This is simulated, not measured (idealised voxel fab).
Proc. module: voxel transistor to metal
FYI the section here is cut, 300 nm wide, cells are 5 nm squares.
Square cells in a grid make up a cross-section in this document, and the grid is given as bands, listed from the top down, each one or more rows of cells. Band entry format. Leading values: height of top, height of bottom, nm. Remainder: materials in left-to-right order, each with its width in nm. Special words: "everywhere" on a single material, which then fills the band edge to edge; "air", empty space. Height is counted from the level 0, under which the received wafer is composed throughout of one material. The lowest of the bands is not closed at the bottom but continues downward, in the notation "0..down". A width given as "30..40" starts at the first number in the band's top row and ends at the second number in its bottom row, shifting by an equal amount at every step from row to row. A step reported as "remains unaltered" is a step in which no cell of the cross-section changed. In the "Closed-off voids" entry, you get each enclosed empty space of 8 cells or more, one with no open way to the top, written width x height at distance, distance from the left edge, in nm. On each step's line, the part that comes after the settings is the simulator's own comment on the step. The setting "overlay nm" may be written on the line of a step. When the step uses a mask, the value reports how far to the right of the planned place the mask lay, and a negative value reports that it lay to the left.

The process steps that were planned are listed below:
1: RECEIVE (material Si)
2: OXIDIZE (depth nm 5)
3: CONFORMAL_DEP (material SiN; thk nm 10)
4: MASKED_ETCH (tone cover; mask id ACTIVE; width nm 115; pitch nm 140; etch materials SiN; depth nm 10; overlay nm 0)
5: MASKED_ETCH (tone cover; mask id ACTIVE; width nm 115; pitch nm 140; etch materials SiO2; depth nm 5; overlay nm 0)
6: MASKED_ETCH (tone cover; mask id ACTIVE; width nm 115; pitch nm 140; etch materials Si; depth nm 35; overlay nm 0)
7: OXIDIZE (depth nm 5)
8: FILL_DEP (material SiO2; thk nm 5)
9: CMP (height nm 10)
10: SELECTIVE_ETCH (etch materials SiO2; depth nm 10)
11: STRIP (etch materials SiN)
12: SELECTIVE_ETCH (etch materials SiO2; depth nm 5)
13: OXIDIZE (depth nm 5)
14: DIRECTIONAL_DEP (material polySi; thk nm 30)
15: DIRECTIONAL_DEP (material SiCN; thk nm 15)
16: PATTERN (tone cover; mask id GATE; material resist; width nm 35; pitch nm 140; thk nm 15; overlay nm 0)
17: DIRECTIONAL_ETCH (etch materials SiCN; depth nm 25)
18: DIRECTIONAL_ETCH (etch materials polySi; depth nm 40)
19: STRIP (etch materials resist)
20: CONFORMAL_DEP (material SiO2; thk nm 5)
21: DIRECTIONAL_ETCH (etch materials SiO2; depth nm 5)
22: CONFORMAL_DEP (material SiN; thk nm 10)
23: DIRECTIONAL_ETCH (etch materials SiN; depth nm 10)
24: DIRECTIONAL_ETCH (etch materials SiO2; depth nm 5)
25: DIRECTIONAL_ETCH (etch materials Si; depth nm 10)
26: EPI (material nSi; thk nm 10)
27: FILL_DEP (material SiO2; thk nm 10)
28: CMP (height nm 25)
29: STRIP (etch materials polySi)
30: SELECTIVE_ETCH (etch materials SiO2; depth nm 5)
31: CONFORMAL_DEP (material HfO2; thk nm 5)
32: CONFORMAL_DEP (material TiN; thk nm 5)
33: FILL_DEP (material W; thk nm 10)
34: CMP (height nm 20)
35: DIRECTIONAL_DEP (material SiO2; thk nm 15)
36: DIRECTIONAL_DEP (material aC; thk nm 15)
37: PATTERN (tone open; mask id CONTACT; material resist; width nm 20; thk nm 30; overlay nm 0)
38: DIRECTIONAL_ETCH (etch materials aC; depth nm 15)
39: STRIP (etch materials resist)
40: DIRECTIONAL_ETCH (etch materials SiO2; depth nm 45)
41: STRIP (etch materials aC)
42: CONFORMAL_DEP (material TiN; thk nm 5)
43: FILL_DEP (material W; thk nm 5)
44: CMP (height nm 35)
45: DIRECTIONAL_DEP (material TiN; thk nm 5)
46: DIRECTIONAL_DEP (material W; thk nm 20)
47: DIRECTIONAL_DEP (material aC; thk nm 10)
48: PATTERN (tone cover; mask id METAL_1; material resist; width nm 20; thk nm 25; overlay nm 0)
49: DIRECTIONAL_ETCH (etch materials aC; depth nm 10)
50: STRIP (etch materials resist)
51: DIRECTIONAL_ETCH (etch materials W; depth nm 20)
52: DIRECTIONAL_ETCH (etch materials TiN; depth nm 5)
53: STRIP (etch materials aC)
54: FILL_DEP (material lowk; thk nm 10)
55: CMP (height nm 60)
56: CONFORMAL_DEP (material SiN; thk nm 5)
Don't read the plan's depth nm for step 24 as applying to every wafer: that's the first wafer's value, and the wafers differ in it, though they all start identical.

Cross-sectional view of the first of several wafers in the as-received condition, corresponding to the state following step 1:
	0..down: Si everywhere
	Closed-off voids: none

Each wafer at the end: cells of each material gained (+) or lost (-) since it was received, then its closed voids:
depth nm 5, +38 HfO2, -278 Si, +100 SiN, +374 SiO2, +126 TiN, +152 W, +220 lowk, +48 nSi, Closed-off voids: none
depth nm 10, +38 HfO2, -278 Si, +100 SiN, +370 SiO2, +126 TiN, +152 W, +220 lowk, +52 nSi, Closed-off voids: none
depth nm 15, +38 HfO2, -278 Si, +100 SiN, +358 SiO2, +126 TiN, +152 W, +220 lowk, +64 nSi, Closed-off voids: none
